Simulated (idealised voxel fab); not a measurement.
The name of this process module is voxel local oxidation.
Square cells of 5 nm make up the cross-section cut, whose width is 205 nm.
Cross-section layout: square cells on a grid; listed as bands, top to bottom; a band spans one or more cell rows. For a band, the entry starts with two heights in nm, that of the top and then that of the bottom, and carries on with the band's materials in order from left to right, each alongside its width in nm; the word "all across" beside a single material means it fills the band edge to edge, and "empty" means empty space. A quick word on heights: they are counted from 0, and under that level the wafer as it came to us is one material throughout. The lowest band is different from the rest in having no bottom; it simply continues downward, written as in "top 0, no bottom". The expression "30..40" gives the width at the extremes of the band, the first number at its top row of cells and the second at its bottom row, with the width changing by equal amounts from each row to the next in between. It should be understood that the words "no change occurred", when stated for a given step, signify that the cross-section underwent no change in any of its cells during that step. In "Closed internal cavities" the enclosed voids are listed, meaning empty spaces of 8 cells or larger without any opening to the top. The form is width x height at distance, distance from the left edge, units nm. Note: text after step settings on the step line = simulator remark on that step. Each step line may optionally specify "overlay nm", which for a step with a mask gives the rightward distance between the mask's planned place and where it lay, a negative value indicating the leftward direction.
## Planned step list for the process
1: RECEIVE, material Si
2: OXIDIZE, depth nm 5
3: CONFORMAL_DEP, material SiN, thk nm 15
4: DIRECTIONAL_DEP, material aC, thk nm 15
5: PATTERN, tone cover, mask id ACTIVE, material resist, width nm 130, thk nm 35, overlay nm 0
6: DIRECTIONAL_ETCH, etch materials aC, depth nm 15
7: STRIP, etch materials resist
8: DIRECTIONAL_ETCH, etch materials SiN, depth nm 15
9: STRIP, etch materials aC
10: SELECTIVE_ETCH, etch materials SiO2, depth nm 5
11: OXIDIZE, depth nm 15
12: STRIP, etch materials SiN
## The first wafer of two, processed as planned
## Cross-section of the wafer upon arrival, representing the state reached after step 1
* top 0, no bottom: Si all across
* Closed internal cavities: none
## Step 2 done - wafer cross-section
* top 0, bottom -5: SiO2 all across
* Whatever lies below -5 is exactly as it was before.
## Step 3 done - wafer cross-section
* top 15, bottom 0: SiN all across
* Whatever lies below 0 is exactly as it was before.
## Step 4 done - wafer cross-section
* top 30, bottom 15: aC all across
* Whatever lies below 15 is exactly as it was before.
## Step 5 done - wafer cross-section
* top 65, bottom 30: empty: 35, resist: 130, empty: 40
* Whatever lies below 30 is exactly as it was before.
## Step 6 done - wafer cross-section
* top 50, bottom 30: empty: 35, resist: 130, empty: 40
* top 30, bottom 15: empty: 35, aC: 130, empty: 40
* Whatever lies below 15 is exactly as it was before.
## Step 7 done - wafer cross-section
* top 30, bottom 15: empty: 35, aC: 130, empty: 40
* Whatever lies below 15 is exactly as it was before.
## Step 8 done - wafer cross-section
* top 30, bottom 15: empty: 35, aC: 130, empty: 40
* top 15, bottom 0: empty: 35, SiN: 130, empty: 40
* Whatever lies below 0 is exactly as it was before.
## Step 9 done - wafer cross-section
* top 15, bottom 0: empty: 35, SiN: 130, empty: 40
* Whatever lies below 0 is exactly as it was before.
## Step 10 done - wafer cross-section
* top 15, bottom 0: empty: 35, SiN: 130, empty: 40
* top 0, bottom -5: empty: 40, SiO2: 120, empty: 45
* Whatever lies below -5 is exactly as it was before.
## Step 11 done - wafer cross-section
* top 15, bottom 0: empty: 35, SiN: 130, empty: 40
* top 0, bottom -5: empty: 40, SiO2: 120, empty: 45
* top -5, bottom -20: SiO2: 55, Si: 90, SiO2: 60
* Whatever lies below -20 is exactly as it was before.
## Step 12 done - wafer cross-section
* top 0, bottom -5: empty: 40, SiO2: 120, empty: 45
* Whatever lies below -5 is exactly as it was before.
## Here the second wafer is described. Its start and its plan were those of the first wafer. Its run contained one mistake. Up to and including step 4, it did exactly what the first wafer did
## What the second wafer looks like in cross-section when step 5 should have wrapped up
* top 65, bottom 30: empty: 40, resist: 125, empty: 40
* Whatever lies below 30 is exactly as it was before.
## What the second wafer looks like in cross-section when step 6 should have wrapped up
* top 50, bottom 30: empty: 40, resist: 125, empty: 40
* top 30, bottom 15: empty: 40, aC: 125, empty: 40
* Whatever lies below 15 is exactly as it was before.
## What the second wafer looks like in cross-section when step 7 should have wrapped up
* top 30, bottom 15: empty: 40, aC: 125, empty: 40
* Whatever lies below 15 is exactly as it was before.
## What the second wafer looks like in cross-section when step 8 should have wrapped up
* top 30, bottom 15: empty: 40, aC: 125, empty: 40
* top 15, bottom 0: empty: 40, SiN: 125, empty: 40
* Whatever lies below 0 is exactly as it was before.
## What the second wafer looks like in cross-section when step 9 should have wrapped up
* top 15, bottom 0: empty: 40, SiN: 125, empty: 40
* Whatever lies below 0 is exactly as it was before.
## What the second wafer looks like in cross-section when step 10 should have wrapped up
* top 15, bottom 0: empty: 40, SiN: 125, empty: 40
* top 0, bottom -5: empty: 45, SiO2: 115, empty: 45
* Whatever lies below -5 is exactly as it was before.
## What the second wafer looks like in cross-section when step 11 should have wrapped up
* top 15, bottom 0: empty: 40, SiN: 125, empty: 40
* top 0, bottom -5: empty: 45, SiO2: 115, empty: 45
* top -5, bottom -20: SiO2: 60, Si: 85, SiO2: 60
* Whatever lies below -20 is exactly as it was before.
## What the second wafer looks like in cross-section when step 12 should have wrapped up
* top 0, bottom -5: empty: 45, SiO2: 115, empty: 45
* Whatever lies below -5 is exactly as it was before.
Which mistake was made when the wafer was run? for step 5, the planned setting was not used; the step was instead run as PATTERN, tone cover, mask id ACTIVE, material resist, width nm 125, thk nm 35, overlay nm 0
Materials where the second wafer ends with more or fewer cells than the first: Si -3, SiO2 +2
